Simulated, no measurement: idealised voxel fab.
process module | voxel wiring stack
cross-section cut | 260 nm wide | cells 5 nm
A cross-section is a grid of square cells, given in bands from the top down. A band is one or more rows of cells.
Each band's line starts with the height of the band's top and of its bottom, in nm. Then come its materials from left to right, each with its width in nm. One material with "throughout" fills the band from edge to edge. "air" is empty space.
Height 0 is the level under which the wafer as received is all one material. The lowest band goes on downwards, as in "0 down".
A width such as "30 to 40" changes by the same amount from each row of cells to the next, from the band's top row to its bottom row.
"no change" after a step means that no cell of the cross-section changed.
closed voids: empty space of 8 cells or more with no open way to the top, each as width x height at its distance from the left edge, in nm
after a step's settings: what the simulator itself notes on the step
overlay nm, on a step with a mask: how far to the right of its planned place the mask lay; to the left if negative
plan
1 op RECEIVE | material Si
2 op CONFORMAL_DEP | material SiO2 | thk nm 10
3 op CONFORMAL_DEP | material SiCN | thk nm 5
4 op DIRECTIONAL_DEP | material lowk | thk nm 20
5 op PATTERN | tone open | mask id METAL_1 | material resist | width nm 30 | pitch nm 55 | thk nm 15 | overlay nm 0
6 op DIRECTIONAL_ETCH | etch materials lowk | depth nm 20
7 op DIRECTIONAL_ETCH | etch materials SiCN | depth nm 5
8 op STRIP | etch materials resist
9 op CONFORMAL_DEP | material TiN | thk nm 5
10 op FILL_DEP | material W | thk nm 5
11 op CMP | height nm 35
12 op CONFORMAL_DEP | material SiCN | thk nm 5
13 op DIRECTIONAL_DEP | material SiO2 | thk nm 30
14 op PATTERN | tone open | mask id METAL_2 | material resist | width nm 30 | pitch nm 55 | thk nm 15 | overlay nm 0
15 op DIRECTIONAL_ETCH | etch materials SiO2 | depth nm 15
16 op STRIP | etch materials resist
17 op DIRECTIONAL_DEP | material aC | thk nm 15
18 op PATTERN | tone open | mask id METAL_2_HOLES | material resist | width nm 15 | pitch nm 110 | thk nm 30 | overlay nm 0
19 op DIRECTIONAL_ETCH | etch materials aC | depth nm 15
20 op STRIP | etch materials resist
21 op DIRECTIONAL_ETCH | etch materials SiO2 | depth nm 15
22 op DIRECTIONAL_ETCH | etch materials SiCN | depth nm 5
23 op STRIP | etch materials aC
24 op CONFORMAL_DEP | material TiN | thk nm 5
25 op FILL_DEP | material Ru | thk nm 5
26 op CMP | height nm 70
27 op CONFORMAL_DEP | material SiCN | thk nm 5
as received, after step 1
  0 down: Si throughout
  closed voids: none
a wafer at the end: this start, this plan, one mistake
  75 to 70: SiCN throughout
  70 to 60: SiO2 60 | TiN 5 | Ru 15 | TiN 5 | SiO2 35 | TiN 5 | Ru 10 | TiN 5 | SiO2 30 | TiN 5 | Ru 15 | TiN 5 | SiO2 65
  60 to 55: SiO2 60 | TiN 25 | SiO2 35 | TiN 20 | SiO2 30 | TiN 25 | SiO2 65
  55 to 40: SiO2 65 | TiN 10 | SiO2 100 | TiN 10 | SiO2 75
  40 to 35: SiCN 65 | TiN 10 | SiCN 100 | TiN 10 | SiCN 75
  35 to 15: lowk 60 | TiN 5 | W 20 | TiN 5 | lowk 25 | TiN 5 | W 20 | TiN 5 | lowk 25 | TiN 5 | W 20 | TiN 5 | lowk 60
  15 to 10: SiCN 60 | TiN 30 | SiCN 25 | TiN 30 | SiCN 25 | TiN 30 | SiCN 60
  10 to 0: SiO2 throughout
  0 down: Si throughout
  closed voids: none
what went wrong: step 14 ran as: op PATTERN | tone open | mask id METAL_2 | material resist | width nm 20 | pitch nm 55 | thk nm 15 | overlay nm 0
